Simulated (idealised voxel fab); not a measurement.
Herein follows the process module entitled voxel self aligned contacts.
Xsec cut, 170 nm wide, square cell size 5 nm.
The cross-sections in this document take the form of a grid made of square cells. They are written out as bands, in order from top to bottom. Each band consists of one or more rows of cells. This entry defines a band. It first specifies the height of the band's top and the height of its bottom in nm, and then specifies the band's materials from left to right, stating each material with its width in nm. The word "throughout" identifies a single material that fills the band from edge to edge, while the word "empty" identifies empty space. Heights from 0 (as-received wafer is one material below). Bottom band endless downward, as "0 -> down". Note: "30..40" means the width goes from the first number (top row of the band) to the second number (bottom row) in equal steps per row of cells. Take "no modifications" at face value: in the step it is given for, the cross-section changed in none of its cells. What "Closed void table" gives you is every empty space of 8 cells or more that is cut off from the top. Each appears as width x height at distance, with the distance taken from the left edge and width, height and distance all in nm. What comes after the settings on a step's line is commentary from the simulator itself on that step. You can add "overlay nm" to a step's line. For a step with a mask, it describes how far the mask lay to the right of its planned position, and a negative number describes a lay to the left.

-- Listed below are the process steps as planned
1. RECEIVE: material Si
2. CONFORMAL_DEP: material SiO2, thk nm 5
3. DIRECTIONAL_DEP: material polySi, thk nm 25
4. DIRECTIONAL_DEP: material SiN, thk nm 20
5. PATTERN: tone cover, mask id GATE, material resist, width nm 35, pitch nm 70, thk nm 15, overlay nm 0
6. DIRECTIONAL_ETCH: etch materials SiN, depth nm 20
7. DIRECTIONAL_ETCH: etch materials polySi, depth nm 25
8. STRIP: etch materials resist
9. CONFORMAL_DEP: material SiN, thk nm 10
10. DIRECTIONAL_ETCH: etch materials SiN, depth nm 10
11. FILL_DEP: material SiO2, thk nm 20
12. CMP: height nm 60
13. PATTERN: tone open, mask id CONTACT, material resist, width nm 45, thk nm 15, overlay nm 0
14. DIRECTIONAL_ETCH: etch materials SiO2, depth nm 60
15. STRIP: etch materials resist
16. CONFORMAL_DEP: material TiN, thk nm 5
17. FILL_DEP: material Ru, thk nm 10
18. CMP: height nm 60
19. CONFORMAL_DEP: material SiCN, thk nm 5
The value of width nm given for step 13 in the plan refers to the first wafer; the wafers vary in this setting and are alike at the start.

-- Here's the first of the wafers in cross-section, just as we got it, i.e. after step 1
* 0 -> down | Si throughout
* Closed void table: none

-- Cross-sectional representation of the first of several wafers at the end of the module, i.e. after its terminal step, step 19
* 65 -> 60 | SiCN throughout
* 60 -> 50 | 60 of SiO2; 5..20 of TiN; 35..5 of Ru; 5..20 of TiN; 65 of SiO2
* 50 -> 30 | 20 of SiO2; 55 of SiN; 5 of TiN; 5 of Ru; 5 of TiN; 55 of SiN; 25 of SiO2
* 30 -> 5 | 20 of SiO2; 10 of SiN; 35 of polySi; 10 of SiN; 5 of TiN; 5 of Ru; 5 of TiN; 10 of SiN; 35 of polySi; 10 of SiN; 25 of SiO2
* 5 -> 0 | 75 of SiO2; 15 of TiN; 80 of SiO2
* 0 -> down | Si throughout
* Closed void table: none

-- Last wafer x-sec, end of module
* 65 -> 60 | SiCN throughout
* 60 -> 50 | 50 of SiO2; 5..30 of TiN; 60..5 of Ru; 5..35 of TiN; 50 of SiO2
* 50 -> 30 | 20 of SiO2; 55 of SiN; 5 of TiN; 5 of Ru; 5 of TiN; 55 of SiN; 25 of SiO2
* 30 -> 5 | 20 of SiO2; 10 of SiN; 35 of polySi; 10 of SiN; 5 of TiN; 5 of Ru; 5 of TiN; 10 of SiN; 35 of polySi; 10 of SiN; 25 of SiO2
* 5 -> 0 | 75 of SiO2; 15 of TiN; 80 of SiO2
* 0 -> down | Si throughout
* Closed void table: none

-- For your reference, the table is organized with a row per wafer; each row reflects the wafer at the end of the module, indicating for each material the cells gained (+) or lost (-) since receipt, and thereafter its closed voids
width nm 45 | +17 Ru | +34 SiCN | +128 SiN | +162 SiO2 | +31 TiN | +70 polySi | Closed void table: none
width nm 50 | +18 Ru | +34 SiCN | +128 SiN | +160 SiO2 | +32 TiN | +70 polySi | Closed void table: none
width nm 55 | +19 Ru | +34 SiCN | +128 SiN | +158 SiO2 | +33 TiN | +70 polySi | Closed void table: none
width nm 60 | +20 Ru | +34 SiCN | +128 SiN | +156 SiO2 | +34 TiN | +70 polySi | Closed void table: none
width nm 65 | +21 Ru | +34 SiCN | +128 SiN | +154 SiO2 | +35 TiN | +70 polySi | Closed void table: none
width nm 70 | +22 Ru | +34 SiCN | +128 SiN | +152 SiO2 | +36 TiN | +70 polySi | Closed void table: none
